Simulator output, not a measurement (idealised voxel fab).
Process module under the name voxel plated lines
The cross-section shown here is cut; it is 175 nm wide and divided into square cells measuring 5 nm on a side.
Cross-section spec: square-cell grid; bands listed top down; each band is one or more rows. This entry defines a band. It first specifies the height of the band's top and the height of its bottom in nm, and then specifies the band's materials from left to right, stating each material with its width in nm. The word "full width" identifies a single material that fills the band from edge to edge, while the word "blank" identifies empty space. Basically, 0 is our baseline, since under it the wafer straight out of the box is all one material. The bottom band has no lower end and keeps on going down, so it looks like "0..down". Note: "30..40" means the width goes from the first number (top row of the band) to the second number (bottom row) in equal steps per row of cells. Where the words "remained unchanged" appear for a step, the cross-section shows no cell changed by that step; every cell remained as before. Enclosed voids (no open way to top), threshold 8 cells or more, entry "Enclosed void list", notation width x height at distance, distance from left edge, nm. Post-settings text on a step line: simulator's own remark regarding the step. You can add "overlay nm" to a step's line. For a step with a mask, it describes how far the mask lay to the right of its planned position, and a negative number describes a lay to the left.

THESE ARE THE STEPS WE PLANNED FOR THE PROCESS
- 1: RECEIVE with material Si
- 2: CONFORMAL_DEP with material SiO2, thk nm 5
- 3: DIRECTIONAL_DEP with material TiN, thk nm 5
- 4: PATTERN with tone open, mask id LINES, material resist, width nm 15, pitch nm 35, thk nm 20, overlay nm 0
- 5: EPI with material Ru, thk nm 10
- 6: STRIP with etch materials resist
- 7: DIRECTIONAL_ETCH with etch materials TiN, depth nm 5
- 8: CONFORMAL_DEP with material SiCN, thk nm 10

ACCOUNT OF THE FIRST OF TWO WAFERS, WHICH WAS PROCESSED AS INTENDED

RECEIVED-STATE CROSS-SECTION, REFLECTING COMPLETION OF STEP 1
- 0..down = Si full width
- Enclosed void list: none

WAFER AFTER STEP 2 (CROSS-SECTION)
- 5..0 = SiO2 full width
- Under 0: no change, same as before.

WAFER AFTER STEP 3 (CROSS-SECTION)
- 10..5 = TiN full width
- Under 5: no change, same as before.

WAFER AFTER STEP 4 (CROSS-SECTION)
- 30..10 = 25 nm resist; 15 nm blank; 20 nm resist; 15 nm blank; 20 nm resist; 15 nm blank; 20 nm resist; 15 nm blank; 30 nm resist
- Under 10: no change, same as before.

WAFER AFTER STEP 5 (CROSS-SECTION)
- 30..20 = 25 nm resist; 15 nm blank; 20 nm resist; 15 nm blank; 20 nm resist; 15 nm blank; 20 nm resist; 15 nm blank; 30 nm resist
- 20..10 = 25 nm resist; 15 nm Ru; 20 nm resist; 15 nm Ru; 20 nm resist; 15 nm Ru; 20 nm resist; 15 nm Ru; 30 nm resist
- Under 10: no change, same as before.

WAFER AFTER STEP 6 (CROSS-SECTION)
- 20..10 = 25 nm blank; 15 nm Ru; 20 nm blank; 15 nm Ru; 20 nm blank; 15 nm Ru; 20 nm blank; 15 nm Ru; 30 nm blank
- Under 10: no change, same as before.

WAFER AFTER STEP 7 (CROSS-SECTION)
- 20..10 = 25 nm blank; 15 nm Ru; 20 nm blank; 15 nm Ru; 20 nm blank; 15 nm Ru; 20 nm blank; 15 nm Ru; 30 nm blank
- 10..5 = 25 nm blank; 15 nm TiN; 20 nm blank; 15 nm TiN; 20 nm blank; 15 nm TiN; 20 nm blank; 15 nm TiN; 30 nm blank
- Under 5: no change, same as before.

WAFER AFTER STEP 8 (CROSS-SECTION)
- 30..20 = 15 nm blank; 140 nm SiCN; 20 nm blank
- 20..15 = 15 nm blank; 10 nm SiCN; 15 nm Ru; 20 nm SiCN; 15 nm Ru; 20 nm SiCN; 15 nm Ru; 20 nm SiCN; 15 nm Ru; 10 nm SiCN; 20 nm blank
- 15..10 = 25 nm SiCN; 15 nm Ru; 20 nm SiCN; 15 nm Ru; 20 nm SiCN; 15 nm Ru; 20 nm SiCN; 15 nm Ru; 30 nm SiCN
- 10..5 = 25 nm SiCN; 15 nm TiN; 20 nm SiCN; 15 nm TiN; 20 nm SiCN; 15 nm TiN; 20 nm SiCN; 15 nm TiN; 30 nm SiCN
- Under 5: no change, same as before.

SECOND WAFER, SAME STARTING CONDITIONS AND RECIPE AS THE FIRST, ONE MISTAKE IN EXECUTING IT, NOTHING DIFFERS FROM THE FIRST UP TO AND INCLUDING STEP 1

CROSS-SECTION OF THE SECOND WAFER CORRESPONDING TO THE PLANNED CONCLUSION OF STEP 2
- 5..0 = TiN full width
- Under 0: no change, same as before.

CROSS-SECTION OF THE SECOND WAFER CORRESPONDING TO THE PLANNED CONCLUSION OF STEP 3
- 10..5 = SiO2 full width
- Under 5: no change, same as before.

CROSS-SECTION OF THE SECOND WAFER CORRESPONDING TO THE PLANNED CONCLUSION OF STEP 4
- 30..10 = 25 nm resist; 15 nm blank; 20 nm resist; 15 nm blank; 20 nm resist; 15 nm blank; 20 nm resist; 15 nm blank; 30 nm resist
- Under 10: no change, same as before.

Cross-section of the second wafer corresponding to the planned conclusion of step 5: remained unchanged

CROSS-SECTION OF THE SECOND WAFER CORRESPONDING TO THE PLANNED CONCLUSION OF STEP 6
- 10..5 = SiO2 full width
- Under 5: no change, same as before.

Cross-section of the second wafer corresponding to the planned conclusion of step 7: remained unchanged

CROSS-SECTION OF THE SECOND WAFER CORRESPONDING TO THE PLANNED CONCLUSION OF STEP 8
- 20..10 = SiCN full width
- Under 10: no change, same as before.
Deviation noted in wafer processing: contrary to the plan, steps 2 and 3 were processed in exchanged order
Upon completion, the second wafer contains, in terms of cells, a greater or smaller amount of certain materials than the first wafer: 24 fewer of Ru, 48 fewer of SiCN, 23 more of TiN
